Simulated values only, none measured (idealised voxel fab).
The following is a process module called voxel capacitor over wiring.
We display cut, a cross-section 215 nm in width whose square cells are each 5 nm.
Just so we're on the same page, the cross-sections are grids of square cells, and they're listed out in bands top to bottom, each band one or more rows deep. This entry defines a band. It first specifies the height of the band's top and the height of its bottom in nm, and then specifies the band's materials from left to right, stating each material with its width in nm. The word "everywhere" identifies a single material that fills the band from edge to edge, while the word "empty" identifies empty space. Below 0: as-received wafer, all one material; heights counted from there. Lowest band: no bottom, goes on down, written "0..down". The width entry "30..40" should be interpreted row by row: the top row of cells in the band takes the first number, the bottom row takes the second number, and the change between adjacent rows is uniform throughout. Take "changes: none" at face value: in the step it is given for, the cross-section changed in none of its cells. "Completely sealed voids" means: voids of 8 cells or more that are shut off from the top with no open way through. Written width x height at distance, distance from the left edge, in nm. Whatever follows a step's settings on its line is a remark the simulator itself makes about that step. overlay nm: for a step with a mask, the amount by which the mask lay right of where it was planned; a negative amount means left of it.

These are the steps we planned for the process
1. RECEIVE: material Si
2. CONFORMAL_DEP: material SiO2, thk nm 15
3. CONFORMAL_DEP: material SiN, thk nm 5
4. DIRECTIONAL_DEP: material lowk, thk nm 20
5. MASKED_ETCH: tone open, mask id METAL_1, width nm 25, pitch nm 95, etch materials lowk, depth nm 20, overlay nm 0
6. MASKED_ETCH: tone open, mask id METAL_1, width nm 25, pitch nm 95, etch materials SiN, depth nm 5, overlay nm 0
7. CONFORMAL_DEP: material TiN, thk nm 5
8. FILL_DEP: material W, thk nm 5
9. CMP: height nm 40
10. EPI: material Ru, thk nm 5
11. FILL_DEP: material SiCN, thk nm 5
12. DIRECTIONAL_DEP: material SiO2, thk nm 10
13. PATTERN: tone open, mask id PLUG_1, material resist, width nm 15, thk nm 15, overlay nm 0
14. DIRECTIONAL_ETCH: etch materials SiO2, depth nm 10
15. DIRECTIONAL_ETCH: etch materials SiCN, depth nm 5
16. STRIP: etch materials resist
17. CONFORMAL_DEP: material TiN, thk nm 5
18. FILL_DEP: material Ru, thk nm 5
19. CMP: height nm 60
20. DIRECTIONAL_DEP: material TiN, thk nm 10
21. DIRECTIONAL_DEP: material HfO2, thk nm 5
22. DIRECTIONAL_DEP: material TiN, thk nm 10
23. DIRECTIONAL_DEP: material aC, thk nm 10
24. PATTERN: tone cover, mask id UPPER_PLATE, material resist, width nm 75, thk nm 25, overlay nm 0
25. DIRECTIONAL_ETCH: etch materials aC, depth nm 10
26. STRIP: etch materials resist
27. DIRECTIONAL_ETCH: etch materials TiN, depth nm 10
28. DIRECTIONAL_ETCH: etch materials HfO2, depth nm 5
29. STRIP: etch materials aC
30. MASKED_ETCH: tone cover, mask id LOWER_PLATE, width nm 85, etch materials TiN, depth nm 10, overlay nm 0
31. FILL_DEP: material SiO2, thk nm 20
32. CMP: height nm 100
33. PATTERN: tone open, mask id PLUG_2, material resist, width nm 15, thk nm 20, overlay nm 0
34. DIRECTIONAL_ETCH: etch materials SiO2, depth nm 15
35. STRIP: etch materials resist
36. CONFORMAL_DEP: material TiN, thk nm 5
37. FILL_DEP: material Ru, thk nm 5
38. CMP: height nm 100
39. CONFORMAL_DEP: material SiN, thk nm 5

First of the two wafers, run per plan

Cross-section of the incoming wafer, state after step 1
> 0..down  Si everywhere
> Completely sealed voids: none

Cross-sectional representation of the wafer at the conclusion of step 2
> 15..0  SiO2 everywhere
> At heights below 0, the structure remains unaltered.

Cross-sectional representation of the wafer at the conclusion of step 3
> 20..15  SiN everywhere
> At heights below 15, the structure remains unaltered.

Cross-sectional representation of the wafer at the conclusion of step 4
> 40..20  lowk everywhere
> At heights below 20, the structure remains unaltered.

Cross-sectional representation of the wafer at the conclusion of step 5
> 40..20  lowk 45 nm, empty 25 nm, lowk 70 nm, empty 25 nm, lowk 50 nm
> At heights below 20, the structure remains unaltered.

Cross-sectional representation of the wafer at the conclusion of step 6
> 40..20  lowk 45 nm, empty 25 nm, lowk 70 nm, empty 25 nm, lowk 50 nm
> 20..15  SiN 45 nm, empty 25 nm, SiN 70 nm, empty 25 nm, SiN 50 nm
> At heights below 15, the structure remains unaltered.

Cross-sectional representation of the wafer at the conclusion of step 7
> 45..40  TiN 50 nm, empty 15 nm, TiN 80 nm, empty 15 nm, TiN 55 nm
> 40..20  lowk 45 nm, TiN 5 nm, empty 15 nm, TiN 5 nm, lowk 70 nm, TiN 5 nm, empty 15 nm, TiN 5 nm, lowk 50 nm
> 20..15  SiN 45 nm, TiN 25 nm, SiN 70 nm, TiN 25 nm, SiN 50 nm
> At heights below 15, the structure remains unaltered.

Cross-sectional representation of the wafer at the conclusion of step 8
> 50..45  W everywhere
> 45..40  TiN 50 nm, W 15 nm, TiN 80 nm, W 15 nm, TiN 55 nm
> 40..20  lowk 45 nm, TiN 5 nm, W 15 nm, TiN 5 nm, lowk 70 nm, TiN 5 nm, W 15 nm, TiN 5 nm, lowk 50 nm
> At heights below 20, the structure remains unaltered.

Cross-sectional representation of the wafer at the conclusion of step 9
> 40..20  lowk 45 nm, TiN 5 nm, W 15 nm, TiN 5 nm, lowk 70 nm, TiN 5 nm, W 15 nm, TiN 5 nm, lowk 50 nm
> At heights below 20, the structure remains unaltered.

Cross-sectional representation of the wafer at the conclusion of step 10
> 45..40  empty 40 nm, Ru 35 nm, empty 60 nm, Ru 35 nm, empty 45 nm
> At heights below 40, the structure remains unaltered.

Cross-sectional representation of the wafer at the conclusion of step 11
> 50..45  SiCN everywhere
> 45..40  SiCN 40 nm, Ru 35 nm, SiCN 60 nm, Ru 35 nm, SiCN 45 nm
> At heights below 40, the structure remains unaltered.

Cross-sectional representation of the wafer at the conclusion of step 12
> 60..50  SiO2 everywhere
> At heights below 50, the structure remains unaltered.

Cross-sectional representation of the wafer at the conclusion of step 13
> 75..60  resist 55 nm, empty 15 nm, resist 145 nm
> At heights below 60, the structure remains unaltered.

Cross-sectional representation of the wafer at the conclusion of step 14
> 75..60  resist 55 nm, empty 15 nm, resist 145 nm
> 60..50  SiO2 55 nm, empty 15 nm, SiO2 145 nm
> At heights below 50, the structure remains unaltered.

Cross-sectional representation of the wafer at the conclusion of step 15
> 75..60  resist 55 nm, empty 15 nm, resist 145 nm
> 60..50  SiO2 55 nm, empty 15 nm, SiO2 145 nm
> 50..45  SiCN 55 nm, empty 15 nm, SiCN 145 nm
> At heights below 45, the structure remains unaltered.

Cross-sectional representation of the wafer at the conclusion of step 16
> 60..50  SiO2 55 nm, empty 15 nm, SiO2 145 nm
> At heights below 50, the structure remains unaltered.

Cross-sectional representation of the wafer at the conclusion of step 17
> 65..60  TiN 60 nm, empty 5 nm, TiN 150 nm
> 60..50  SiO2 55 nm, TiN 5 nm, empty 5 nm, TiN 5 nm, SiO2 145 nm
> 50..45  SiCN 55 nm, TiN 15 nm, SiCN 145 nm
> At heights below 45, the structure remains unaltered.

Cross-sectional representation of the wafer at the conclusion of step 18
> 70..65  Ru everywhere
> 65..60  TiN 60 nm, Ru 5 nm, TiN 150 nm
> 60..50  SiO2 55 nm, TiN 5 nm, Ru 5 nm, TiN 5 nm, SiO2 145 nm
> At heights below 50, the structure remains unaltered.

Cross-sectional representation of the wafer at the conclusion of step 19
> 60..50  SiO2 55 nm, TiN 5 nm, Ru 5 nm, TiN 5 nm, SiO2 145 nm
> At heights below 50, the structure remains unaltered.

Cross-sectional representation of the wafer at the conclusion of step 20
> 70..60  TiN everywhere
> At heights below 60, the structure remains unaltered.

Cross-sectional representation of the wafer at the conclusion of step 21
> 75..70  HfO2 everywhere
> At heights below 70, the structure remains unaltered.

Cross-sectional representation of the wafer at the conclusion of step 22
> 85..75  TiN everywhere
> At heights below 75, the structure remains unaltered.

Cross-sectional representation of the wafer at the conclusion of step 23
> 95..85  aC everywhere
> At heights below 85, the structure remains unaltered.

Cross-sectional representation of the wafer at the conclusion of step 24
> 120..95  empty 55 nm, resist 75 nm, empty 85 nm
> At heights below 95, the structure remains unaltered.

Cross-sectional representation of the wafer at the conclusion of step 25
> 110..95  empty 55 nm, resist 75 nm, empty 85 nm
> 95..85  empty 55 nm, aC 75 nm, empty 85 nm
> At heights below 85, the structure remains unaltered.

Cross-sectional representation of the wafer at the conclusion of step 26
> 95..85  empty 55 nm, aC 75 nm, empty 85 nm
> At heights below 85, the structure remains unaltered.

Cross-sectional representation of the wafer at the conclusion of step 27
> 95..85  empty 55 nm, aC 75 nm, empty 85 nm
> 85..75  empty 55 nm, TiN 75 nm, empty 85 nm
> At heights below 75, the structure remains unaltered.

Cross-sectional representation of the wafer at the conclusion of step 28
> 95..85  empty 55 nm, aC 75 nm, empty 85 nm
> 85..75  empty 55 nm, TiN 75 nm, empty 85 nm
> 75..70  empty 55 nm, HfO2 75 nm, empty 85 nm
> At heights below 70, the structure remains unaltered.

Cross-sectional representation of the wafer at the conclusion of step 29
> 85..75  empty 55 nm, TiN 75 nm, empty 85 nm
> At heights below 75, the structure remains unaltered.

Cross-sectional representation of the wafer at the conclusion of step 30
> 85..75  empty 55 nm, TiN 75 nm, empty 85 nm
> 75..70  empty 55 nm, HfO2 75 nm, empty 85 nm
> 70..60  empty 50 nm, TiN 85 nm, empty 80 nm
> At heights below 60, the structure remains unaltered.

Cross-sectional representation of the wafer at the conclusion of step 31
> 105..85  SiO2 everywhere
> 85..75  SiO2 55 nm, TiN 75 nm, SiO2 85 nm
> 75..70  SiO2 55 nm, HfO2 75 nm, SiO2 85 nm
> 70..60  SiO2 50 nm, TiN 85 nm, SiO2 80 nm
> At heights below 60, the structure remains unaltered.

Cross-sectional representation of the wafer at the conclusion of step 32
> 100..85  SiO2 everywhere
> At heights below 85, the structure remains unaltered.

Cross-sectional representation of the wafer at the conclusion of step 33
> 120..100  resist 65 nm, empty 15 nm, resist 135 nm
> At heights below 100, the structure remains unaltered.

Cross-sectional representation of the wafer at the conclusion of step 34
> 120..100  resist 65 nm, empty 15 nm, resist 135 nm
> 100..85  SiO2 65 nm, empty 15 nm, SiO2 135 nm
> At heights below 85, the structure remains unaltered.

Cross-sectional representation of the wafer at the conclusion of step 35
> 100..85  SiO2 65 nm, empty 15 nm, SiO2 135 nm
> At heights below 85, the structure remains unaltered.

Cross-sectional representation of the wafer at the conclusion of step 36
> 105..100  TiN 70 nm, empty 5 nm, TiN 140 nm
> 100..90  SiO2 65 nm, TiN 5 nm, empty 5 nm, TiN 5 nm, SiO2 135 nm
> 90..85  SiO2 65 nm, TiN 15 nm, SiO2 135 nm
> At heights below 85, the structure remains unaltered.

Cross-sectional representation of the wafer at the conclusion of step 37
> 110..105  Ru everywhere
> 105..100  TiN 70 nm, Ru 5 nm, TiN 140 nm
> 100..90  SiO2 65 nm, TiN 5 nm, Ru 5 nm, TiN 5 nm, SiO2 135 nm
> At heights below 90, the structure remains unaltered.

Cross-sectional representation of the wafer at the conclusion of step 38
> 100..90  SiO2 65 nm, TiN 5 nm, Ru 5 nm, TiN 5 nm, SiO2 135 nm
> At heights below 90, the structure remains unaltered.

Cross-sectional representation of the wafer at the conclusion of step 39
> 105..100  SiN everywhere
> At heights below 100, the structure remains unaltered.

Now the other wafer: same start, same recipe, but we messed up one thing when running it. Up to and including step 10 it's the same as the first one

Cross-sectional view of the second wafer at the intended end time of process step 11
> 55..50  empty 40 nm, SiO2 35 nm, empty 60 nm, SiO2 35 nm, empty 45 nm
> 50..45  SiO2 everywhere
> 45..40  SiO2 40 nm, Ru 35 nm, SiO2 60 nm, Ru 35 nm, SiO2 45 nm
> At heights below 40, the structure remains unaltered.

Cross-sectional view of the second wafer at the intended end time of process step 12
> 60..55  SiCN everywhere
> 55..50  SiCN 40 nm, SiO2 35 nm, SiCN 60 nm, SiO2 35 nm, SiCN 45 nm
> At heights below 50, the structure remains unaltered.

Cross-sectional view of the second wafer at the intended end time of process step 13
> 75..60  resist 55 nm, empty 15 nm, resist 145 nm
> At heights below 60, the structure remains unaltered.

Cross-sectional view of the second wafer at the intended end time of process step 14: changes: none

Cross-sectional view of the second wafer at the intended end time of process step 15
> 75..60  resist 55 nm, empty 15 nm, resist 145 nm
> 60..55  SiCN 55 nm, empty 15 nm, SiCN 145 nm
> At heights below 55, the structure remains unaltered.

Cross-sectional view of the second wafer at the intended end time of process step 16
> 60..55  SiCN 55 nm, empty 15 nm, SiCN 145 nm
> At heights below 55, the structure remains unaltered.

Cross-sectional view of the second wafer at the intended end time of process step 17
> 65..60  TiN 60 nm, empty 5 nm, TiN 150 nm
> 60..55  SiCN 55 nm, TiN 15 nm, SiCN 145 nm
> At heights below 55, the structure remains unaltered.

Cross-sectional view of the second wafer at the intended end time of process step 18
> 70..65  Ru everywhere
> 65..60  TiN 60 nm, Ru 5 nm, TiN 150 nm
> At heights below 60, the structure remains unaltered.

Cross-sectional view of the second wafer at the intended end time of process step 19
> 60..55  SiCN 55 nm, TiN 15 nm, SiCN 145 nm
> At heights below 55, the structure remains unaltered.

Cross-sectional view of the second wafer at the intended end time of process step 20
> 70..60  TiN everywhere
> At heights below 60, the structure remains unaltered.

Cross-sectional view of the second wafer at the intended end time of process step 21
> 75..70  HfO2 everywhere
> At heights below 70, the structure remains unaltered.

Cross-sectional view of the second wafer at the intended end time of process step 22
> 85..75  TiN everywhere
> At heights below 75, the structure remains unaltered.

Cross-sectional view of the second wafer at the intended end time of process step 23
> 95..85  aC everywhere
> At heights below 85, the structure remains unaltered.

Cross-sectional view of the second wafer at the intended end time of process step 24
> 120..95  empty 55 nm, resist 75 nm, empty 85 nm
> At heights below 95, the structure remains unaltered.

Cross-sectional view of the second wafer at the intended end time of process step 25
> 110..95  empty 55 nm, resist 75 nm, empty 85 nm
> 95..85  empty 55 nm, aC 75 nm, empty 85 nm
> At heights below 85, the structure remains unaltered.

Cross-sectional view of the second wafer at the intended end time of process step 26
> 95..85  empty 55 nm, aC 75 nm, empty 85 nm
> At heights below 85, the structure remains unaltered.

Cross-sectional view of the second wafer at the intended end time of process step 27
> 95..85  empty 55 nm, aC 75 nm, empty 85 nm
> 85..75  empty 55 nm, TiN 75 nm, empty 85 nm
> At heights below 75, the structure remains unaltered.

Cross-sectional view of the second wafer at the intended end time of process step 28
> 95..85  empty 55 nm, aC 75 nm, empty 85 nm
> 85..75  empty 55 nm, TiN 75 nm, empty 85 nm
> 75..70  empty 55 nm, HfO2 75 nm, empty 85 nm
> At heights below 70, the structure remains unaltered.

Cross-sectional view of the second wafer at the intended end time of process step 29
> 85..75  empty 55 nm, TiN 75 nm, empty 85 nm
> At heights below 75, the structure remains unaltered.

Cross-sectional view of the second wafer at the intended end time of process step 30
> 85..75  empty 55 nm, TiN 75 nm, empty 85 nm
> 75..70  empty 55 nm, HfO2 75 nm, empty 85 nm
> 70..60  empty 50 nm, TiN 85 nm, empty 80 nm
> At heights below 60, the structure remains unaltered.

Cross-sectional view of the second wafer at the intended end time of process step 31
> 105..85  SiO2 everywhere
> 85..75  SiO2 55 nm, TiN 75 nm, SiO2 85 nm
> 75..70  SiO2 55 nm, HfO2 75 nm, SiO2 85 nm
> 70..60  SiO2 50 nm, TiN 85 nm, SiO2 80 nm
> At heights below 60, the structure remains unaltered.

Cross-sectional view of the second wafer at the intended end time of process step 32
> 100..85  SiO2 everywhere
> At heights below 85, the structure remains unaltered.

Cross-sectional view of the second wafer at the intended end time of process step 33
> 120..100  resist 65 nm, empty 15 nm, resist 135 nm
> At heights below 100, the structure remains unaltered.

Cross-sectional view of the second wafer at the intended end time of process step 34
> 120..100  resist 65 nm, empty 15 nm, resist 135 nm
> 100..85  SiO2 65 nm, empty 15 nm, SiO2 135 nm
> At heights below 85, the structure remains unaltered.

Cross-sectional view of the second wafer at the intended end time of process step 35
> 100..85  SiO2 65 nm, empty 15 nm, SiO2 135 nm
> At heights below 85, the structure remains unaltered.

Cross-sectional view of the second wafer at the intended end time of process step 36
> 105..100  TiN 70 nm, empty 5 nm, TiN 140 nm
> 100..90  SiO2 65 nm, TiN 5 nm, empty 5 nm, TiN 5 nm, SiO2 135 nm
> 90..85  SiO2 65 nm, TiN 15 nm, SiO2 135 nm
> At heights below 85, the structure remains unaltered.

Cross-sectional view of the second wafer at the intended end time of process step 37
> 110..105  Ru everywhere
> 105..100  TiN 70 nm, Ru 5 nm, TiN 140 nm
> 100..90  SiO2 65 nm, TiN 5 nm, Ru 5 nm, TiN 5 nm, SiO2 135 nm
> At heights below 90, the structure remains unaltered.

Cross-sectional view of the second wafer at the intended end time of process step 38
> 100..90  SiO2 65 nm, TiN 5 nm, Ru 5 nm, TiN 5 nm, SiO2 135 nm
> At heights below 90, the structure remains unaltered.

Cross-sectional view of the second wafer at the intended end time of process step 39
> 105..100  SiN everywhere
> At heights below 100, the structure remains unaltered.
Which mistake was made when the wafer was run? deviation from plan: step 12 and step 11 executed in one another's positions
Per the end-of-run cell counts, the second wafer holds more or fewer of some materials than the first: -2 Ru | +6 SiO2 | -4 TiN
